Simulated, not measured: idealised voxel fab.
Proc. module: voxel fin reveal
Cross-section cut: width 240 nm, square cells of 5 nm.
Throughout this document, each cross-section is represented as a grid of square cells and is presented as a sequence of bands enumerated from the top downward, where a band comprises one or more rows of cells.
Read a band's entry like this: the first values are the height of its top and the height of its bottom in nm, and what follows is the sequence of materials from left to right, each with its width in nm. Note that "empty" is empty space, and that a single material marked "edge to edge" reaches across the band from edge to edge.
Convention: height 0 is the level below which the wafer, as received, is all one material. The lowest band does not terminate at the bottom but continues downward, represented as "0 nm and below".
Quick explanation for "30->40": the width changes in equal steps down the rows of cells, from the first number in the band's top row to the second number in its bottom row.
"identical to before" -> step changed no cross-section cell.
So "Completely enclosed voids" is basically the list of trapped voids: any empty space of 8 cells or more that can't reach the top through an opening. They're written width x height at distance, the distance being from the left edge, and it's all nm.
Text after the settings on a step's line: the simulator's own remark on that step.
"overlay nm", when on a step's line for a step with a mask, measures how far to the right of its planned place the mask lay; a negative measure means to the left.
Steps in the process plan:
- 1: RECEIVE, material Si
- 2: CONFORMAL_DEP, material SiN, thk nm 5
- 3: DIRECTIONAL_DEP, material aC, thk nm 15
- 4: PATTERN, tone cover, mask id FINS, material resist, width nm 15, pitch nm 45, thk nm 35, overlay nm 0
- 5: DIRECTIONAL_ETCH, etch materials aC, depth nm 15
- 6: STRIP, etch materials resist
- 7: DIRECTIONAL_ETCH, etch materials SiN, depth nm 5
- 8: DIRECTIONAL_ETCH, etch materials Si, depth nm 35
- 9: STRIP, etch materials aC
- 10: FILL_DEP, material SiO2, thk nm 15
- 11: CMP, height nm 5
- 12: SELECTIVE_ETCH, etch materials SiO2, depth nm 30
- 13: STRIP, etch materials SiN
- 14: CONFORMAL_DEP, material HfO2, thk nm 5
Incoming wafer, cross-sectional view, post step 1:
	0 nm and below = Si edge to edge
	Completely enclosed voids: none
First of two wafers, end-of-module section, run followed plan:
	5 nm to 0 nm = empty 60 nm / HfO2 25 nm / empty 20 nm / HfO2 25 nm / empty 20 nm / HfO2 25 nm / empty 65 nm
	0 nm to -20 nm = empty 60 nm / HfO2 5 nm / Si 15 nm / HfO2 5 nm / empty 20 nm / HfO2 5 nm / Si 15 nm / HfO2 5 nm / empty 20 nm / HfO2 5 nm / Si 15 nm / HfO2 5 nm / empty 65 nm
	-20 nm to -25 nm = HfO2 65 nm / Si 15 nm / HfO2 30 nm / Si 15 nm / HfO2 30 nm / Si 15 nm / HfO2 70 nm
	-25 nm to -35 nm = SiO2 65 nm / Si 15 nm / SiO2 30 nm / Si 15 nm / SiO2 30 nm / Si 15 nm / SiO2 70 nm
	-35 nm and below = Si edge to edge
	Completely enclosed voids: none
Here's the second of our two wafers sectioned at module end. Same start as the first, same plan, but one mistake got made running it:
	5 nm to 0 nm = empty 60 nm / HfO2 25 nm / empty 20 nm / HfO2 25 nm / empty 20 nm / HfO2 25 nm / empty 65 nm
	0 nm to -20 nm = empty 60 nm / HfO2 5 nm / Si 15 nm / HfO2 5 nm / empty 20 nm / HfO2 5 nm / Si 15 nm / HfO2 5 nm / empty 20 nm / HfO2 5 nm / Si 15 nm / HfO2 5 nm / empty 65 nm
	-20 nm to -25 nm = HfO2 40 nm / empty 20 nm / HfO2 5 nm / Si 15 nm / HfO2 5 nm / empty 20 nm / HfO2 5 nm / Si 15 nm / HfO2 5 nm / empty 20 nm / HfO2 5 nm / Si 15 nm / HfO2 5 nm / empty 20 nm / HfO2 45 nm
	-25 nm to -30 nm = SiO2 35 nm / HfO2 30 nm / Si 15 nm / HfO2 30 nm / Si 15 nm / HfO2 30 nm / Si 15 nm / HfO2 30 nm / SiO2 40 nm
	-30 nm to -35 nm = SiO2 65 nm / Si 15 nm / SiO2 30 nm / Si 15 nm / SiO2 30 nm / Si 15 nm / SiO2 70 nm
	-35 nm and below = Si edge to edge
	Completely enclosed voids: none
In executing the process, a mistake was made relative to the plan: so 12 and 13 got swapped relative to the plan, each ran where the other was supposed to
Materials where the second wafer ends with more or fewer cells than the first: +8 HfO2 | -24 SiO2
